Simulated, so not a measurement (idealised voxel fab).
Title: Process Module voxel tone inversion
The figure presents cross-section cut, which has a width of 240 nm and is divided into square cells with an edge length of 5 nm.
Cross-section format: a grid of square cells, given as bands from top to bottom; each band is one or more rows of cells. Per band: top height and bottom height in nm, followed by the left-to-right materials and their widths in nm; "all across" marks a single material spanning edge to edge, "empty" marks empty space. Heads up on the height convention: 0 is the point under which the incoming wafer is all one material, and the lowest band has no bottom, it just keeps going down, like "top 0, no bottom". A width such as "30..40" changes by the same amount from each row of cells to the next, from the band's top row to its bottom row. "same as before" -> step changed no cross-section cell. "Closed void catalog": sealed empty spaces, 8 cells or more, no open way to top, listed width x height at distance, with distance from the left edge and width, height and distance in nm. Text after the settings on a step's line: the simulator's own remark on that step. A step line may carry the setting "overlay nm", which, for steps involving a mask, states the distance by which the mask lay to the right of its intended position; negative values denote displacement to the left.
### Below is the list of planned process steps
1. RECEIVE [material Si]
2. CONFORMAL_DEP [material SiN] [thk nm 5]
3. DIRECTIONAL_DEP [material polySi] [thk nm 20]
4. PATTERN [tone cover] [mask id POSTS] [material resist] [width nm 15] [pitch nm 45] [thk nm 25] [overlay nm 0]
5. DIRECTIONAL_ETCH [etch materials polySi] [depth nm 20]
6. STRIP [etch materials resist]
7. FILL_DEP [material lowk] [thk nm 10]
8. CMP [height nm 25]
9. STRIP [etch materials polySi]
10. CONFORMAL_DEP [material TiN] [thk nm 5]
11. FILL_DEP [material Cu] [thk nm 10]
12. CMP [height nm 25]
13. CONFORMAL_DEP [material SiCN] [thk nm 5]
### Cross-section of the wafer at receipt, which is the condition after step 1
    top 0, no bottom: Si all across
    Closed void catalog: none
### Wafer at module end, in section. Began as above, planned as above, run with one mistake
    top 30, bottom 25: SiCN all across
    top 25, bottom 20: SiN all across
    top 20, bottom 0: polySi all across
    top 0, no bottom: Si all across
    Closed void catalog: none
Where did the run depart from the plan? transposition of steps 2 and 3 relative to the planned sequence
